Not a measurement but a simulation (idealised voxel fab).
The name of this process module is voxel tone inversion.
Section cut is 170 nm wide and gridded with 5 nm square cells.
A cross-section is a grid of square cells, given in bands from the top down. A band is one or more rows of cells. Look at the band entry: it leads with the top's height and the bottom's height in nm. Then it lists the materials left to right, with a width in nm for each. The word "full width" on a single material says that material fills the band edge to edge. The word "air" is empty space. Ref level 0: as-received wafer is one material below here. Bottom band extends down with no lower bound ("0 -> down"). The two numbers in a width such as "30..40" mark its ends across the band: the first belongs to the top row of cells, the second to the bottom row, and from each row to the next the width moves by the same amount. It should be understood that the words "everything unchanged", when stated for a given step, signify that the cross-section underwent no change in any of its cells during that step. Each empty space that has no open way to the top and spans at least 8 cells appears under "Closed void catalog" as width x height at distance, the distance counted from the left edge, all in nm. after a step's settings: what the simulator itself notes on the step. overlay nm: for a step with a mask, the amount by which the mask lay right of where it was planned; a negative amount means left of it.

THESE ARE THE STEPS WE PLANNED FOR THE PROCESS
1 RECEIVE [material Si]
2 CONFORMAL_DEP [material SiN] [thk nm 5]
3 DIRECTIONAL_DEP [material aC] [thk nm 15]
4 PATTERN [tone cover] [mask id POSTS] [material resist] [width nm 20] [pitch nm 40] [thk nm 20] [overlay nm 0]
5 DIRECTIONAL_ETCH [etch materials aC] [depth nm 15]
6 STRIP [etch materials resist]
7 FILL_DEP [material SiO2] [thk nm 5]
8 CMP [height nm 20]
9 STRIP [etch materials aC]

AS RECEIVED, AFTER STEP 1
0 -> down  Si full width
Closed void catalog: none

THE PLAN ABOVE WAS CARRIED OUT ON THE STARTING STRUCTURE ABOVE WITH ONE MISTAKE, AND THIS CROSS-SECTION SHOWS THE WAFER AT THE END OF THE MODULE
20 -> 15  SiN full width
15 -> 0  aC full width
0 -> down  Si full width
Closed void catalog: none
What was done differently from what was planned? steps 2 and 3 run out of order (swapped)
